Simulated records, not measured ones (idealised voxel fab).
Process module name: voxel capacitor over wiring
For reference, the cross-section in this document is cut, with width 235 nm and square cells of 5 nm.
A cross-section in this document is a grid of square cells, and it is written down as bands, the top band listed before the ones below it; a band is made up of one or more rows of cells.
Quick guide to a band line: top height, bottom height (nm) up front; then every material left to right with its width in nm. Only one material and it's marked "full width"? Then it fills the band edge to edge. And "empty" just means empty space.
The reference from which all heights are counted is 0, the level beneath which the as-received wafer is entirely one material; the lowest band, having no lower bound, proceeds downward and is written after the example "0 and below".
It should be noted that a width expressed as "30->40" varies in equal increments from row to row of cells within the band, taking the value of the first number at the top row and that of the second number at the bottom row.
For the purposes of this document, the phrase "remained the same" attached to a step denotes that no cell within the cross-section was modified by that step.
"Voids lacking openings" enumerates empty spaces isolated from the top, with no open way to it, that contain at least 8 cells, giving each as width x height at distance from the left edge, all three in nm.
Past the settings on a step's line: simulator remark, on that step.
You can add "overlay nm" to a step's line. For a step with a mask, it describes how far the mask lay to the right of its planned position, and a negative number describes a lay to the left.
-- Here's what the planned process steps look like
1: RECEIVE,material Si
2: CONFORMAL_DEP,material SiO2,thk nm 10
3: DIRECTIONAL_DEP,material TiN,thk nm 5
4: DIRECTIONAL_DEP,material Ru,thk nm 25
5: DIRECTIONAL_DEP,material aC,thk nm 10
6: PATTERN,tone cover,mask id METAL_1,material resist,width nm 30,pitch nm 85,thk nm 30,overlay nm 0
7: DIRECTIONAL_ETCH,etch materials aC,depth nm 10
8: STRIP,etch materials resist
9: DIRECTIONAL_ETCH,etch materials Ru,depth nm 25
10: DIRECTIONAL_ETCH,etch materials TiN,depth nm 5
11: STRIP,etch materials aC
12: CONFORMAL_DEP,material SiCN,thk nm 5
13: FILL_DEP,material lowk,thk nm 5
14: CMP,height nm 40
15: CONFORMAL_DEP,material SiCN,thk nm 5
16: DIRECTIONAL_DEP,material SiO2,thk nm 10
17: MASKED_ETCH,tone open,mask id PLUG_1,width nm 15,etch materials SiO2,depth nm 10,overlay nm 0
18: MASKED_ETCH,tone open,mask id PLUG_1,width nm 15,etch materials SiCN,depth nm 5,overlay nm 0
19: EPI,material Ru,thk nm 10
20: EPI,material Ru,thk nm 5
21: DIRECTIONAL_DEP,material TiN,thk nm 10
22: DIRECTIONAL_DEP,material Al2O3,thk nm 5
23: DIRECTIONAL_DEP,material TiN,thk nm 5
24: DIRECTIONAL_DEP,material aC,thk nm 10
25: PATTERN,tone cover,mask id UPPER_PLATE,material resist,width nm 60,thk nm 30,overlay nm 0
26: DIRECTIONAL_ETCH,etch materials aC,depth nm 10
27: STRIP,etch materials resist
28: DIRECTIONAL_ETCH,etch materials TiN,depth nm 5
29: DIRECTIONAL_ETCH,etch materials Al2O3,depth nm 5
30: STRIP,etch materials aC
31: MASKED_ETCH,tone cover,mask id LOWER_PLATE,width nm 70,etch materials TiN,depth nm 10,overlay nm 0
32: FILL_DEP,material SiO2,thk nm 20
33: CMP,height nm 90
34: DIRECTIONAL_DEP,material aC,thk nm 15
35: PATTERN,tone open,mask id PLUG_2,material resist,width nm 15,thk nm 30,overlay nm 0
36: DIRECTIONAL_ETCH,etch materials aC,depth nm 15
37: STRIP,etch materials resist
38: DIRECTIONAL_ETCH,etch materials SiO2,depth nm 15
39: STRIP,etch materials aC
40: CONFORMAL_DEP,material TiN,thk nm 5
41: FILL_DEP,material W,thk nm 5
42: CMP,height nm 90
43: CONFORMAL_DEP,material SiCN,thk nm 5
-- Wafer, first of two, run as planned
-- So this is the incoming wafer in cross-section - it's already been through step 1
	0 and below: Si full width
	Voids lacking openings: none
-- after step 2
	10 down to 0: SiO2 full width
	Lower than 0, everything is as it was.
-- after step 3
	15 down to 10: TiN full width
	Lower than 10, everything is as it was.
-- after step 4
	40 down to 15: Ru full width
	Lower than 15, everything is as it was.
-- after step 5
	50 down to 40: aC full width
	Lower than 40, everything is as it was.
-- after step 6
	80 down to 50: empty: 60 / resist: 30 / empty: 55 / resist: 30 / empty: 60
	Lower than 50, everything is as it was.
-- after step 7
	70 down to 50: empty: 60 / resist: 30 / empty: 55 / resist: 30 / empty: 60
	50 down to 40: empty: 60 / aC: 30 / empty: 55 / aC: 30 / empty: 60
	Lower than 40, everything is as it was.
-- after step 8
	50 down to 40: empty: 60 / aC: 30 / empty: 55 / aC: 30 / empty: 60
	Lower than 40, everything is as it was.
-- after step 9
	50 down to 40: empty: 60 / aC: 30 / empty: 55 / aC: 30 / empty: 60
	40 down to 15: empty: 60 / Ru: 30 / empty: 55 / Ru: 30 / empty: 60
	Lower than 15, everything is as it was.
-- after step 10
	50 down to 40: empty: 60 / aC: 30 / empty: 55 / aC: 30 / empty: 60
	40 down to 15: empty: 60 / Ru: 30 / empty: 55 / Ru: 30 / empty: 60
	15 down to 10: empty: 60 / TiN: 30 / empty: 55 / TiN: 30 / empty: 60
	Lower than 10, everything is as it was.
-- after step 11
	40 down to 15: empty: 60 / Ru: 30 / empty: 55 / Ru: 30 / empty: 60
	Lower than 15, everything is as it was.
-- after step 12
	45 down to 40: empty: 55 / SiCN: 40 / empty: 45 / SiCN: 40 / empty: 55
	40 down to 15: empty: 55 / SiCN: 5 / Ru: 30 / SiCN: 5 / empty: 45 / SiCN: 5 / Ru: 30 / SiCN: 5 / empty: 55
	15 down to 10: SiCN: 60 / TiN: 30 / SiCN: 55 / TiN: 30 / SiCN: 60
	Lower than 10, everything is as it was.
-- after step 13
	50 down to 45: lowk full width
	45 down to 40: lowk: 55 / SiCN: 40 / lowk: 45 / SiCN: 40 / lowk: 55
	40 down to 15: lowk: 55 / SiCN: 5 / Ru: 30 / SiCN: 5 / lowk: 45 / SiCN: 5 / Ru: 30 / SiCN: 5 / lowk: 55
	Lower than 15, everything is as it was.
-- after step 14
	40 down to 15: lowk: 55 / SiCN: 5 / Ru: 30 / SiCN: 5 / lowk: 45 / SiCN: 5 / Ru: 30 / SiCN: 5 / lowk: 55
	Lower than 15, everything is as it was.
-- after step 15
	45 down to 40: SiCN full width
	Lower than 40, everything is as it was.
-- after step 16
	55 down to 45: SiO2 full width
	Lower than 45, everything is as it was.
-- after step 17
	55 down to 45: SiO2: 75 / empty: 15 / SiO2: 145
	Lower than 45, everything is as it was.
-- after step 18
	55 down to 45: SiO2: 75 / empty: 15 / SiO2: 145
	45 down to 40: SiCN: 75 / empty: 15 / SiCN: 145
	Lower than 40, everything is as it was.
-- after step 19
	55 down to 50: SiO2: 75 / empty: 15 / SiO2: 145
	50 down to 45: SiO2: 75 / Ru: 15 / SiO2: 145
	45 down to 40: SiCN: 75 / Ru: 15 / SiCN: 145
	Lower than 40, everything is as it was.
-- after step 20
	55 down to 45: SiO2: 75 / Ru: 15 / SiO2: 145
	Lower than 45, everything is as it was.
-- after step 21
	65 down to 55: TiN full width
	Lower than 55, everything is as it was.
-- after step 22
	70 down to 65: Al2O3 full width
	Lower than 65, everything is as it was.
-- after step 23
	75 down to 70: TiN full width
	Lower than 70, everything is as it was.
-- after step 24
	85 down to 75: aC full width
	Lower than 75, everything is as it was.
-- after step 25
	115 down to 85: empty: 75 / resist: 60 / empty: 100
	Lower than 85, everything is as it was.
-- after step 26
	105 down to 85: empty: 75 / resist: 60 / empty: 100
	85 down to 75: empty: 75 / aC: 60 / empty: 100
	Lower than 75, everything is as it was.
-- after step 27
	85 down to 75: empty: 75 / aC: 60 / empty: 100
	Lower than 75, everything is as it was.
-- after step 28
	85 down to 75: empty: 75 / aC: 60 / empty: 100
	75 down to 70: empty: 75 / TiN: 60 / empty: 100
	Lower than 70, everything is as it was.
-- after step 29
	85 down to 75: empty: 75 / aC: 60 / empty: 100
	75 down to 70: empty: 75 / TiN: 60 / empty: 100
	70 down to 65: empty: 75 / Al2O3: 60 / empty: 100
	Lower than 65, everything is as it was.
-- after step 30
	75 down to 70: empty: 75 / TiN: 60 / empty: 100
	Lower than 70, everything is as it was.
-- after step 31
	75 down to 70: empty: 75 / TiN: 60 / empty: 100
	70 down to 65: empty: 75 / Al2O3: 60 / empty: 100
	65 down to 55: empty: 70 / TiN: 70 / empty: 95
	Lower than 55, everything is as it was.
-- after step 32
	95 down to 75: SiO2 full width
	75 down to 70: SiO2: 75 / TiN: 60 / SiO2: 100
	70 down to 65: SiO2: 75 / Al2O3: 60 / SiO2: 100
	65 down to 55: SiO2: 70 / TiN: 70 / SiO2: 95
	Lower than 55, everything is as it was.
-- after step 33
	90 down to 75: SiO2 full width
	Lower than 75, everything is as it was.
-- after step 34
	105 down to 90: aC full width
	Lower than 90, everything is as it was.
-- after step 35
	135 down to 105: resist: 85 / empty: 15 / resist: 135
	Lower than 105, everything is as it was.
-- after step 36
	120 down to 105: resist: 85 / empty: 15 / resist: 135
	105 down to 90: aC: 85 / empty: 15 / aC: 135
	Lower than 90, everything is as it was.
-- after step 37
	105 down to 90: aC: 85 / empty: 15 / aC: 135
	Lower than 90, everything is as it was.
-- after step 38
	105 down to 90: aC: 85 / empty: 15 / aC: 135
	90 down to 75: SiO2: 85 / empty: 15 / SiO2: 135
	Lower than 75, everything is as it was.
-- after step 39
	90 down to 75: SiO2: 85 / empty: 15 / SiO2: 135
	Lower than 75, everything is as it was.
-- after step 40
	95 down to 90: TiN: 90 / empty: 5 / TiN: 140
	90 down to 80: SiO2: 85 / TiN: 5 / empty: 5 / TiN: 5 / SiO2: 135
	80 down to 70: SiO2: 85->75 / TiN: 15->60 / SiO2: 135->100
	Lower than 70, everything is as it was.
-- after step 41
	100 down to 95: W full width
	95 down to 90: TiN: 90 / W: 5 / TiN: 140
	90 down to 80: SiO2: 85 / TiN: 5 / W: 5 / TiN: 5 / SiO2: 135
	Lower than 80, everything is as it was.
-- after step 42
	90 down to 80: SiO2: 85 / TiN: 5 / W: 5 / TiN: 5 / SiO2: 135
	Lower than 80, everything is as it was.
-- after step 43
	95 down to 90: SiCN full width
	Lower than 90, everything is as it was.
-- Wafer two. Identical start, identical plan. One mistake in execution. Identical history through step 15
-- X-section, second wafer, when step 16 was due to finish
	55 down to 45: TiN full width
	Lower than 45, everything is as it was.
X-section, second wafer, when step 17 was due to finish: remained the same
X-section, second wafer, when step 18 was due to finish: remained the same
-- X-section, second wafer, when step 19 was due to finish
	65 down to 55: Ru full width
	Lower than 55, everything is as it was.
-- X-section, second wafer, when step 20 was due to finish
	70 down to 55: Ru full width
	Lower than 55, everything is as it was.
-- X-section, second wafer, when step 21 was due to finish
	80 down to 70: TiN full width
	Lower than 70, everything is as it was.
-- X-section, second wafer, when step 22 was due to finish
	85 down to 80: Al2O3 full width
	Lower than 80, everything is as it was.
-- X-section, second wafer, when step 23 was due to finish
	90 down to 85: TiN full width
	Lower than 85, everything is as it was.
-- X-section, second wafer, when step 24 was due to finish
	100 down to 90: aC full width
	Lower than 90, everything is as it was.
-- X-section, second wafer, when step 25 was due to finish
	130 down to 100: empty: 75 / resist: 60 / empty: 100
	Lower than 100, everything is as it was.
-- X-section, second wafer, when step 26 was due to finish
	120 down to 100: empty: 75 / resist: 60 / empty: 100
	100 down to 90: empty: 75 / aC: 60 / empty: 100
	Lower than 90, everything is as it was.
-- X-section, second wafer, when step 27 was due to finish
	100 down to 90: empty: 75 / aC: 60 / empty: 100
	Lower than 90, everything is as it was.
-- X-section, second wafer, when step 28 was due to finish
	100 down to 90: empty: 75 / aC: 60 / empty: 100
	90 down to 85: empty: 75 / TiN: 60 / empty: 100
	Lower than 85, everything is as it was.
-- X-section, second wafer, when step 29 was due to finish
	100 down to 90: empty: 75 / aC: 60 / empty: 100
	90 down to 85: empty: 75 / TiN: 60 / empty: 100
	85 down to 80: empty: 75 / Al2O3: 60 / empty: 100
	Lower than 80, everything is as it was.
-- X-section, second wafer, when step 30 was due to finish
	90 down to 85: empty: 75 / TiN: 60 / empty: 100
	Lower than 85, everything is as it was.
-- X-section, second wafer, when step 31 was due to finish
	90 down to 85: empty: 75 / TiN: 60 / empty: 100
	85 down to 80: empty: 75 / Al2O3: 60 / empty: 100
	80 down to 70: empty: 70 / TiN: 70 / empty: 95
	Lower than 70, everything is as it was.
-- X-section, second wafer, when step 32 was due to finish
	110 down to 90: SiO2 full width
	90 down to 85: SiO2: 75 / TiN: 60 / SiO2: 100
	85 down to 80: SiO2: 75 / Al2O3: 60 / SiO2: 100
	80 down to 70: SiO2: 70 / TiN: 70 / SiO2: 95
	Lower than 70, everything is as it was.
-- X-section, second wafer, when step 33 was due to finish
	90 down to 85: SiO2: 75 / TiN: 60 / SiO2: 100
	Lower than 85, everything is as it was.
-- X-section, second wafer, when step 34 was due to finish
	105 down to 90: aC full width
	Lower than 90, everything is as it was.
-- X-section, second wafer, when step 35 was due to finish
	135 down to 105: resist: 85 / empty: 15 / resist: 135
	Lower than 105, everything is as it was.
-- X-section, second wafer, when step 36 was due to finish
	120 down to 105: resist: 85 / empty: 15 / resist: 135
	105 down to 90: aC: 85 / empty: 15 / aC: 135
	Lower than 90, everything is as it was.
-- X-section, second wafer, when step 37 was due to finish
	105 down to 90: aC: 85 / empty: 15 / aC: 135
	Lower than 90, everything is as it was.
X-section, second wafer, when step 38 was due to finish: remained the same
-- X-section, second wafer, when step 39 was due to finish
	90 down to 85: SiO2: 75 / TiN: 60 / SiO2: 100
	Lower than 85, everything is as it was.
-- X-section, second wafer, when step 40 was due to finish
	95 down to 90: TiN full width
	Lower than 90, everything is as it was.
-- X-section, second wafer, when step 41 was due to finish
	100 down to 95: W full width
	Lower than 95, everything is as it was.
-- X-section, second wafer, when step 42 was due to finish
	90 down to 85: SiO2: 75 / TiN: 60 / SiO2: 100
	Lower than 85, everything is as it was.
-- X-section, second wafer, when step 43 was due to finish
	95 down to 90: SiCN full width
	Lower than 90, everything is as it was.
In executing the process, a mistake was made relative to the plan: not per plan at step 16, really ran DIRECTIONAL_DEP,material TiN,thk nm 10
at the end the second wafer has, in cells: 132 more of Ru | 3 more of SiCN | 220 fewer of SiO2 | 87 more of TiN | 2 fewer of W
